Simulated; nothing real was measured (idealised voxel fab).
voxel transistor to metal: a process module
210 nm wide, 5 nm square cells: that's cross-section cut.
In this document a cross-section is written as a grid of square cells. It is given as a series of bands, listed from the top down, and a band is one or more rows of cells.
This entry defines a band. It first specifies the height of the band's top and the height of its bottom in nm, and then specifies the band's materials from left to right, stating each material with its width in nm. The word "full width" identifies a single material that fills the band from edge to edge, while the word "blank" identifies empty space.
Where do heights start? At 0: under that level the wafer as delivered is made of one material only. And the lowest band has no floor; it just carries on downward, as in "z 0 and below".
Width "30 to 40": first value at the band's top row of cells, second value at its bottom row, equal change from row to row.
What does "remained the same" mean for a step? It means no cell of the cross-section changed in that step.
Voids not open to the top, 8 cells minimum: see "Internal closed voids". Written width x height at distance; distance is from the left edge; nm.
after a step's settings: what the simulator itself notes on the step
overlay nm: mask offset rightward from planned place, masked step; negative means leftward offset.
**Steps in the process plan**
1,RECEIVE,material Si
2,OXIDIZE,depth nm 5
3,CONFORMAL_DEP,material SiN,thk nm 15
4,MASKED_ETCH,tone cover,mask id ACTIVE,width nm 115,etch materials SiN,depth nm 15,overlay nm 0
5,MASKED_ETCH,tone cover,mask id ACTIVE,width nm 115,etch materials SiO2,depth nm 5,overlay nm 0
6,MASKED_ETCH,tone cover,mask id ACTIVE,width nm 115,etch materials Si,depth nm 25,overlay nm 0
7,OXIDIZE,depth nm 5
8,FILL_DEP,material SiO2,thk nm 15
9,CMP,height nm 15
10,SELECTIVE_ETCH,etch materials SiO2,depth nm 10
11,STRIP,etch materials SiN
12,SELECTIVE_ETCH,etch materials SiO2,depth nm 5
13,OXIDIZE,depth nm 5
14,DIRECTIONAL_DEP,material polySi,thk nm 25
15,DIRECTIONAL_DEP,material SiCN,thk nm 10
16,DIRECTIONAL_DEP,material aC,thk nm 10
17,PATTERN,tone cover,mask id GATE,material resist,width nm 15,thk nm 25,overlay nm 0
18,DIRECTIONAL_ETCH,etch materials aC,depth nm 10
19,STRIP,etch materials resist
20,DIRECTIONAL_ETCH,etch materials SiCN,depth nm 20
21,DIRECTIONAL_ETCH,etch materials polySi,depth nm 35
22,STRIP,etch materials aC
23,CONFORMAL_DEP,material SiN,thk nm 10
24,DIRECTIONAL_ETCH,etch materials SiN,depth nm 10
25,DIRECTIONAL_ETCH,etch materials SiO2,depth nm 5
26,DIRECTIONAL_ETCH,etch materials Si,depth nm 10
27,EPI,material nSi,thk nm 15
28,FILL_DEP,material SiO2,thk nm 5
29,CMP,height nm 30
30,DIRECTIONAL_DEP,material SiO2,thk nm 15
31,DIRECTIONAL_DEP,material aC,thk nm 10
32,PATTERN,tone open,mask id CONTACT,material resist,width nm 20,pitch nm 75,thk nm 30,overlay nm 0
33,DIRECTIONAL_ETCH,etch materials aC,depth nm 10
34,STRIP,etch materials resist
35,DIRECTIONAL_ETCH,etch materials SiO2,depth nm 50
36,STRIP,etch materials aC
37,CONFORMAL_DEP,material TiN,thk nm 5
38,FILL_DEP,material W,thk nm 5
39,CMP,height nm 45
40,CONFORMAL_DEP,material SiCN,thk nm 5
41,DIRECTIONAL_DEP,material lowk,thk nm 25
42,PATTERN,tone open,mask id METAL_1,material resist,width nm 20,pitch nm 75,thk nm 15,overlay nm 0
43,DIRECTIONAL_ETCH,etch materials lowk,depth nm 25
44,DIRECTIONAL_ETCH,etch materials SiCN,depth nm 5
45,STRIP,etch materials resist
46,CONFORMAL_DEP,material TiN,thk nm 5
47,FILL_DEP,material Ru,thk nm 10
48,CMP,height nm 75
49,CONFORMAL_DEP,material SiN,thk nm 5
**first wafer, as planned**
**As-received wafer cross-section (after step 1)**
  z 0 and below: Si full width
  Internal closed voids: none
**You're looking at a cross-section of the wafer after step 2**
  z 0 to -5: SiO2 full width
  Beneath the level -5, the cross-section is identical to its previous state.
**You're looking at a cross-section of the wafer after step 3**
  z 15 to 0: SiN full width
  Beneath the level 0, the cross-section is identical to its previous state.
**You're looking at a cross-section of the wafer after step 4**
  z 15 to 0: blank (45), then SiN (115), then blank (50)
  Beneath the level 0, the cross-section is identical to its previous state.
**You're looking at a cross-section of the wafer after step 5**
  z 15 to 0: blank (45), then SiN (115), then blank (50)
  z 0 to -5: blank (45), then SiO2 (115), then blank (50)
  Beneath the level -5, the cross-section is identical to its previous state.
**You're looking at a cross-section of the wafer after step 6**
  z 15 to 0: blank (45), then SiN (115), then blank (50)
  z 0 to -5: blank (45), then SiO2 (115), then blank (50)
  z -5 to -30: blank (45), then Si (115), then blank (50)
  Beneath the level -30, the cross-section is identical to its previous state.
**You're looking at a cross-section of the wafer after step 7**
  z 15 to 0: blank (45), then SiN (115), then blank (50)
  z 0 to -5: blank (45), then SiO2 (115), then blank (50)
  z -5 to -30: blank (45), then SiO2 (5), then Si (105), then SiO2 (5), then blank (50)
  z -30 to -35: SiO2 (50), then Si (105), then SiO2 (55)
  Beneath the level -35, the cross-section is identical to its previous state.
**You're looking at a cross-section of the wafer after step 8**
  z 30 to 15: SiO2 full width
  z 15 to 0: SiO2 (45), then SiN (115), then SiO2 (50)
  z 0 to -5: SiO2 full width
  z -5 to -35: SiO2 (50), then Si (105), then SiO2 (55)
  Beneath the level -35, the cross-section is identical to its previous state.
**You're looking at a cross-section of the wafer after step 9**
  z 15 to 0: SiO2 (45), then SiN (115), then SiO2 (50)
  Beneath the level 0, the cross-section is identical to its previous state.
**You're looking at a cross-section of the wafer after step 10**
  z 15 to 5: blank (45), then SiN (115), then blank (50)
  Beneath the level 5, the cross-section is identical to its previous state.
**You're looking at a cross-section of the wafer after step 11**
  z 5 to 0: SiO2 (45), then blank (115), then SiO2 (50)
  Beneath the level 0, the cross-section is identical to its previous state.
**You're looking at a cross-section of the wafer after step 12**
  z 0 to -5: SiO2 (40), then blank (125), then SiO2 (45)
  Beneath the level -5, the cross-section is identical to its previous state.
**You're looking at a cross-section of the wafer after step 13**
  z 0 to -5: SiO2 (40), then blank (125), then SiO2 (45)
  z -5 to -10: SiO2 full width
  Beneath the level -10, the cross-section is identical to its previous state.
**You're looking at a cross-section of the wafer after step 14**
  z 25 to 20: polySi (40), then blank (125), then polySi (45)
  z 20 to 0: polySi full width
  z 0 to -5: SiO2 (40), then polySi (125), then SiO2 (45)
  Beneath the level -5, the cross-section is identical to its previous state.
**You're looking at a cross-section of the wafer after step 15**
  z 35 to 30: SiCN (40), then blank (125), then SiCN (45)
  z 30 to 25: SiCN full width
  z 25 to 20: polySi (40), then SiCN (125), then polySi (45)
  Beneath the level 20, the cross-section is identical to its previous state.
**You're looking at a cross-section of the wafer after step 16**
  z 45 to 40: aC (40), then blank (125), then aC (45)
  z 40 to 35: aC full width
  z 35 to 30: SiCN (40), then aC (125), then SiCN (45)
  Beneath the level 30, the cross-section is identical to its previous state.
**You're looking at a cross-section of the wafer after step 17**
  z 70 to 45: blank (95), then resist (15), then blank (100)
  z 45 to 40: aC (40), then blank (55), then resist (15), then blank (55), then aC (45)
  Beneath the level 40, the cross-section is identical to its previous state.
**You're looking at a cross-section of the wafer after step 18**
  z 60 to 40: blank (95), then resist (15), then blank (100)
  z 40 to 35: blank (95), then aC (15), then blank (100)
  z 35 to 30: SiCN (40), then blank (55), then aC (15), then blank (55), then SiCN (45)
  Beneath the level 30, the cross-section is identical to its previous state.
**You're looking at a cross-section of the wafer after step 19**
  z 40 to 35: blank (95), then aC (15), then blank (100)
  Beneath the level 35, the cross-section is identical to its previous state.
**You're looking at a cross-section of the wafer after step 20**
  z 40 to 30: blank (95), then aC (15), then blank (100)
  z 30 to 25: blank (95), then SiCN (15), then blank (100)
  z 25 to 20: polySi (40), then blank (55), then SiCN (15), then blank (55), then polySi (45)
  Beneath the level 20, the cross-section is identical to its previous state.
**You're looking at a cross-section of the wafer after step 21**
  z 40 to 30: blank (95), then aC (15), then blank (100)
  z 30 to 20: blank (95), then SiCN (15), then blank (100)
  z 20 to 0: blank (95), then polySi (15), then blank (100)
  z 0 to -5: SiO2 (40), then blank (55), then polySi (15), then blank (55), then SiO2 (45)
  Beneath the level -5, the cross-section is identical to its previous state.
**You're looking at a cross-section of the wafer after step 22**
  z 30 to 20: blank (95), then SiCN (15), then blank (100)
  Beneath the level 20, the cross-section is identical to its previous state.
**You're looking at a cross-section of the wafer after step 23**
  z 40 to 30: blank (85), then SiN (35), then blank (90)
  z 30 to 20: blank (85), then SiN (10), then SiCN (15), then SiN (10), then blank (90)
  z 20 to 10: blank (85), then SiN (10), then polySi (15), then SiN (10), then blank (90)
  z 10 to 5: SiN (50), then blank (35), then SiN (10), then polySi (15), then SiN (10), then blank (35), then SiN (55)
  z 5 to 0: SiN (95), then polySi (15), then SiN (100)
  z 0 to -5: SiO2 (40), then SiN (55), then polySi (15), then SiN (55), then SiO2 (45)
  Beneath the level -5, the cross-section is identical to its previous state.
**You're looking at a cross-section of the wafer after step 24**
  z 30 to 20: blank (85), then SiN (10), then SiCN (15), then SiN (10), then blank (90)
  z 20 to 0: blank (85), then SiN (10), then polySi (15), then SiN (10), then blank (90)
  z 0 to -5: SiO2 (40), then SiN (10), then blank (35), then SiN (10), then polySi (15), then SiN (10), then blank (35), then SiN (10), then SiO2 (45)
  Beneath the level -5, the cross-section is identical to its previous state.
**You're looking at a cross-section of the wafer after step 25**
  z 30 to 20: blank (85), then SiN (10), then SiCN (15), then SiN (10), then blank (90)
  z 20 to 0: blank (85), then SiN (10), then polySi (15), then SiN (10), then blank (90)
  z 0 to -5: blank (40), then SiN (10), then blank (35), then SiN (10), then polySi (15), then SiN (10), then blank (35), then SiN (10), then blank (45)
  z -5 to -10: SiO2 (50), then blank (35), then SiO2 (35), then blank (35), then SiO2 (55)
  Beneath the level -10, the cross-section is identical to its previous state.
**You're looking at a cross-section of the wafer after step 26**
  z 30 to 20: blank (85), then SiN (10), then SiCN (15), then SiN (10), then blank (90)
  z 20 to 0: blank (85), then SiN (10), then polySi (15), then SiN (10), then blank (90)
  z 0 to -5: blank (40), then SiN (10), then blank (35), then SiN (10), then polySi (15), then SiN (10), then blank (35), then SiN (10), then blank (45)
  z -5 to -10: SiO2 (50), then blank (35), then SiO2 (35), then blank (35), then SiO2 (55)
  z -10 to -20: SiO2 (50), then blank (35), then Si (35), then blank (35), then SiO2 (55)
  Beneath the level -20, the cross-section is identical to its previous state.
**You're looking at a cross-section of the wafer after step 27**
  z 30 to 20: blank (85), then SiN (10), then SiCN (15), then SiN (10), then blank (90)
  z 20 to 5: blank (85), then SiN (10), then polySi (15), then SiN (10), then blank (90)
  z 5 to 0: blank (70), then nSi (15), then SiN (10), then polySi (15), then SiN (10), then nSi (15), then blank (75)
  z 0 to -5: blank (40), then SiN (10), then blank (20), then nSi (15), then SiN (10), then polySi (15), then SiN (10), then nSi (15), then blank (20), then SiN (10), then blank (45)
  z -5 to -10: SiO2 (50), then nSi (35), then SiO2 (35), then nSi (35), then SiO2 (55)
  z -10 to -20: SiO2 (50), then nSi (35), then Si (35), then nSi (35), then SiO2 (55)
  Beneath the level -20, the cross-section is identical to its previous state.
**You're looking at a cross-section of the wafer after step 28**
  z 35 to 30: SiO2 full width
  z 30 to 20: SiO2 (85), then SiN (10), then SiCN (15), then SiN (10), then SiO2 (90)
  z 20 to 5: SiO2 (85), then SiN (10), then polySi (15), then SiN (10), then SiO2 (90)
  z 5 to 0: SiO2 (70), then nSi (15), then SiN (10), then polySi (15), then SiN (10), then nSi (15), then SiO2 (75)
  z 0 to -5: SiO2 (40), then SiN (10), then SiO2 (20), then nSi (15), then SiN (10), then polySi (15), then SiN (10), then nSi (15), then SiO2 (20), then SiN (10), then SiO2 (45)
  Beneath the level -5, the cross-section is identical to its previous state.
**You're looking at a cross-section of the wafer after step 29**
  z 30 to 20: SiO2 (85), then SiN (10), then SiCN (15), then SiN (10), then SiO2 (90)
  Beneath the level 20, the cross-section is identical to its previous state.
**You're looking at a cross-section of the wafer after step 30**
  z 45 to 30: SiO2 full width
  Beneath the level 30, the cross-section is identical to its previous state.
**You're looking at a cross-section of the wafer after step 31**
  z 55 to 45: aC full width
  Beneath the level 45, the cross-section is identical to its previous state.
**You're looking at a cross-section of the wafer after step 32**
  z 85 to 55: resist (55), then blank (20), then resist (55), then blank (20), then resist (60)
  Beneath the level 55, the cross-section is identical to its previous state.
**You're looking at a cross-section of the wafer after step 33**
  z 75 to 55: resist (55), then blank (20), then resist (55), then blank (20), then resist (60)
  z 55 to 45: aC (55), then blank (20), then aC (55), then blank (20), then aC (60)
  Beneath the level 45, the cross-section is identical to its previous state.
**You're looking at a cross-section of the wafer after step 34**
  z 55 to 45: aC (55), then blank (20), then aC (55), then blank (20), then aC (60)
  Beneath the level 45, the cross-section is identical to its previous state.
**You're looking at a cross-section of the wafer after step 35**
  z 55 to 45: aC (55), then blank (20), then aC (55), then blank (20), then aC (60)
  z 45 to 30: SiO2 (55), then blank (20), then SiO2 (55), then blank (20), then SiO2 (60)
  z 30 to 20: SiO2 (55), then blank (20), then SiO2 (10), then SiN (10), then SiCN (15), then SiN (10), then SiO2 (10), then blank (20), then SiO2 (60)
  z 20 to 5: SiO2 (55), then blank (20), then SiO2 (10), then SiN (10), then polySi (15), then SiN (10), then SiO2 (10), then blank (20), then SiO2 (60)
  z 5 to 0: SiO2 (55), then blank (15), then nSi (15), then SiN (10), then polySi (15), then SiN (10), then nSi (15), then blank (15), then SiO2 (60)
  z 0 to -5: SiO2 (40), then SiN (10), then SiO2 (5), then blank (15), then nSi (15), then SiN (10), then polySi (15), then SiN (10), then nSi (15), then blank (15), then SiO2 (5), then SiN (10), then SiO2 (45)
  Beneath the level -5, the cross-section is identical to its previous state.
**You're looking at a cross-section of the wafer after step 36**
  z 45 to 30: SiO2 (55), then blank (20), then SiO2 (55), then blank (20), then SiO2 (60)
  Beneath the level 30, the cross-section is identical to its previous state.
**You're looking at a cross-section of the wafer after step 37**
  z 50 to 45: TiN (60), then blank (10), then TiN (65), then blank (10), then TiN (65)
  z 45 to 30: SiO2 (55), then TiN (5), then blank (10), then TiN (5), then SiO2 (55), then TiN (5), then blank (10), then TiN (5), then SiO2 (60)
  z 30 to 20: SiO2 (55), then TiN (5), then blank (10), then TiN (5), then SiO2 (10), then SiN (10), then SiCN (15), then SiN (10), then SiO2 (10), then TiN (5), then blank (10), then TiN (5), then SiO2 (60)
  z 20 to 10: SiO2 (55), then TiN (5), then blank (10), then TiN (5), then SiO2 (10), then SiN (10), then polySi (15), then SiN (10), then SiO2 (10), then TiN (5), then blank (10), then TiN (5), then SiO2 (60)
  z 10 to 5: SiO2 (55), then TiN (5), then blank (5), then TiN (10), then SiO2 (10), then SiN (10), then polySi (15), then SiN (10), then SiO2 (10), then TiN (10), then blank (5), then TiN (5), then SiO2 (60)
  z 5 to 0: SiO2 (55), then TiN (5), then blank (5), then TiN (5), then nSi (15), then SiN (10), then polySi (15), then SiN (10), then nSi (15), then TiN (5), then blank (5), then TiN (5), then SiO2 (60)
  z 0 to -5: SiO2 (40), then SiN (10), then SiO2 (5), then TiN (15), then nSi (15), then SiN (10), then polySi (15), then SiN (10), then nSi (15), then TiN (15), then SiO2 (5), then SiN (10), then SiO2 (45)
  Beneath the level -5, the cross-section is identical to its previous state.
**You're looking at a cross-section of the wafer after step 38**
  z 55 to 50: W full width
  z 50 to 45: TiN (60), then W (10), then TiN (65), then W (10), then TiN (65)
  z 45 to 30: SiO2 (55), then TiN (5), then W (10), then TiN (5), then SiO2 (55), then TiN (5), then W (10), then TiN (5), then SiO2 (60)
  z 30 to 20: SiO2 (55), then TiN (5), then W (10), then TiN (5), then SiO2 (10), then SiN (10), then SiCN (15), then SiN (10), then SiO2 (10), then TiN (5), then W (10), then TiN (5), then SiO2 (60)
  z 20 to 10: SiO2 (55), then TiN (5), then W (10), then TiN (5), then SiO2 (10), then SiN (10), then polySi (15), then SiN (10), then SiO2 (10), then TiN (5), then W (10), then TiN (5), then SiO2 (60)
  z 10 to 5: SiO2 (55), then TiN (5), then W (5), then TiN (10), then SiO2 (10), then SiN (10), then polySi (15), then SiN (10), then SiO2 (10), then TiN (10), then W (5), then TiN (5), then SiO2 (60)
  z 5 to 0: SiO2 (55), then TiN (5), then W (5), then TiN (5), then nSi (15), then SiN (10), then polySi (15), then SiN (10), then nSi (15), then TiN (5), then W (5), then TiN (5), then SiO2 (60)
  Beneath the level 0, the cross-section is identical to its previous state.
**You're looking at a cross-section of the wafer after step 39**
  z 45 to 30: SiO2 (55), then TiN (5), then W (10), then TiN (5), then SiO2 (55), then TiN (5), then W (10), then TiN (5), then SiO2 (60)
  Beneath the level 30, the cross-section is identical to its previous state.
**You're looking at a cross-section of the wafer after step 40**
  z 50 to 45: SiCN full width
  Beneath the level 45, the cross-section is identical to its previous state.
**You're looking at a cross-section of the wafer after step 41**
  z 75 to 50: lowk full width
  Beneath the level 50, the cross-section is identical to its previous state.
**You're looking at a cross-section of the wafer after step 42**
  z 90 to 75: resist (55), then blank (20), then resist (55), then blank (20), then resist (60)
  Beneath the level 75, the cross-section is identical to its previous state.
**You're looking at a cross-section of the wafer after step 43**
  z 90 to 75: resist (55), then blank (20), then resist (55), then blank (20), then resist (60)
  z 75 to 50: lowk (55), then blank (20), then lowk (55), then blank (20), then lowk (60)
  Beneath the level 50, the cross-section is identical to its previous state.
**You're looking at a cross-section of the wafer after step 44**
  z 90 to 75: resist (55), then blank (20), then resist (55), then blank (20), then resist (60)
  z 75 to 50: lowk (55), then blank (20), then lowk (55), then blank (20), then lowk (60)
  z 50 to 45: SiCN (55), then blank (20), then SiCN (55), then blank (20), then SiCN (60)
  Beneath the level 45, the cross-section is identical to its previous state.
**You're looking at a cross-section of the wafer after step 45**
  z 75 to 50: lowk (55), then blank (20), then lowk (55), then blank (20), then lowk (60)
  Beneath the level 50, the cross-section is identical to its previous state.
**You're looking at a cross-section of the wafer after step 46**
  z 80 to 75: TiN (60), then blank (10), then TiN (65), then blank (10), then TiN (65)
  z 75 to 50: lowk (55), then TiN (5), then blank (10), then TiN (5), then lowk (55), then TiN (5), then blank (10), then TiN (5), then lowk (60)
  z 50 to 45: SiCN (55), then TiN (20), then SiCN (55), then TiN (20), then SiCN (60)
  Beneath the level 45, the cross-section is identical to its previous state.
**You're looking at a cross-section of the wafer after step 47**
  z 90 to 80: Ru full width
  z 80 to 75: TiN (60), then Ru (10), then TiN (65), then Ru (10), then TiN (65)
  z 75 to 50: lowk (55), then TiN (5), then Ru (10), then TiN (5), then lowk (55), then TiN (5), then Ru (10), then TiN (5), then lowk (60)
  Beneath the level 50, the cross-section is identical to its previous state.
**You're looking at a cross-section of the wafer after step 48**
  z 75 to 50: lowk (55), then TiN (5), then Ru (10), then TiN (5), then lowk (55), then TiN (5), then Ru (10), then TiN (5), then lowk (60)
  Beneath the level 50, the cross-section is identical to its previous state.
**You're looking at a cross-section of the wafer after step 49**
  z 80 to 75: SiN full width
  Beneath the level 75, the cross-section is identical to its previous state.
**Wafer two: like wafer one in start and plan, but with one mistake in execution; identical up to and including step 37**
**Second wafer: cross-section at the scheduled end of step 38**
  z 55 to 50: aC full width
  z 50 to 45: TiN (60), then aC (10), then TiN (65), then aC (10), then TiN (65)
  z 45 to 30: SiO2 (55), then TiN (5), then aC (10), then TiN (5), then SiO2 (55), then TiN (5), then aC (10), then TiN (5), then SiO2 (60)
  z 30 to 20: SiO2 (55), then TiN (5), then aC (10), then TiN (5), then SiO2 (10), then SiN (10), then SiCN (15), then SiN (10), then SiO2 (10), then TiN (5), then aC (10), then TiN (5), then SiO2 (60)
  z 20 to 10: SiO2 (55), then TiN (5), then aC (10), then TiN (5), then SiO2 (10), then SiN (10), then polySi (15), then SiN (10), then SiO2 (10), then TiN (5), then aC (10), then TiN (5), then SiO2 (60)
  z 10 to 5: SiO2 (55), then TiN (5), then aC (5), then TiN (10), then SiO2 (10), then SiN (10), then polySi (15), then SiN (10), then SiO2 (10), then TiN (10), then aC (5), then TiN (5), then SiO2 (60)
  z 5 to 0: SiO2 (55), then TiN (5), then aC (5), then TiN (5), then nSi (15), then SiN (10), then polySi (15), then SiN (10), then nSi (15), then TiN (5), then aC (5), then TiN (5), then SiO2 (60)
  Beneath the level 0, the cross-section is identical to its previous state.
**Second wafer: cross-section at the scheduled end of step 39**
  z 45 to 30: SiO2 (55), then TiN (5), then aC (10), then TiN (5), then SiO2 (55), then TiN (5), then aC (10), then TiN (5), then SiO2 (60)
  Beneath the level 30, the cross-section is identical to its previous state.
**Second wafer: cross-section at the scheduled end of step 40**
  z 50 to 45: SiCN full width
  Beneath the level 45, the cross-section is identical to its previous state.
**Second wafer: cross-section at the scheduled end of step 41**
  z 75 to 50: lowk full width
  Beneath the level 50, the cross-section is identical to its previous state.
**Second wafer: cross-section at the scheduled end of step 42**
  z 90 to 75: resist (55), then blank (20), then resist (55), then blank (20), then resist (60)
  Beneath the level 75, the cross-section is identical to its previous state.
**Second wafer: cross-section at the scheduled end of step 43**
  z 90 to 75: resist (55), then blank (20), then resist (55), then blank (20), then resist (60)
  z 75 to 50: lowk (55), then blank (20), then lowk (55), then blank (20), then lowk (60)
  Beneath the level 50, the cross-section is identical to its previous state.
**Second wafer: cross-section at the scheduled end of step 44**
  z 90 to 75: resist (55), then blank (20), then resist (55), then blank (20), then resist (60)
  z 75 to 50: lowk (55), then blank (20), then lowk (55), then blank (20), then lowk (60)
  z 50 to 45: SiCN (55), then blank (20), then SiCN (55), then blank (20), then SiCN (60)
  Beneath the level 45, the cross-section is identical to its previous state.
**Second wafer: cross-section at the scheduled end of step 45**
  z 75 to 50: lowk (55), then blank (20), then lowk (55), then blank (20), then lowk (60)
  Beneath the level 50, the cross-section is identical to its previous state.
**Second wafer: cross-section at the scheduled end of step 46**
  z 80 to 75: TiN (60), then blank (10), then TiN (65), then blank (10), then TiN (65)
  z 75 to 50: lowk (55), then TiN (5), then blank (10), then TiN (5), then lowk (55), then TiN (5), then blank (10), then TiN (5), then lowk (60)
  z 50 to 45: SiCN (55), then TiN (20), then SiCN (55), then TiN (20), then SiCN (60)
  Beneath the level 45, the cross-section is identical to its previous state.
**Second wafer: cross-section at the scheduled end of step 47**
  z 90 to 80: Ru full width
  z 80 to 75: TiN (60), then Ru (10), then TiN (65), then Ru (10), then TiN (65)
  z 75 to 50: lowk (55), then TiN (5), then Ru (10), then TiN (5), then lowk (55), then TiN (5), then Ru (10), then TiN (5), then lowk (60)
  Beneath the level 50, the cross-section is identical to its previous state.
**Second wafer: cross-section at the scheduled end of step 48**
  z 75 to 50: lowk (55), then TiN (5), then Ru (10), then TiN (5), then lowk (55), then TiN (5), then Ru (10), then TiN (5), then lowk (60)
  Beneath the level 50, the cross-section is identical to its previous state.
**Second wafer: cross-section at the scheduled end of step 49**
  z 80 to 75: SiN full width
  Beneath the level 75, the cross-section is identical to its previous state.
Misprocessing identified: for step 38, the planned setting was not used; the step was instead run as FILL_DEP,material aC,thk nm 5
Final cells, second wafer relative to first, materials higher or lower: W -32; aC +32
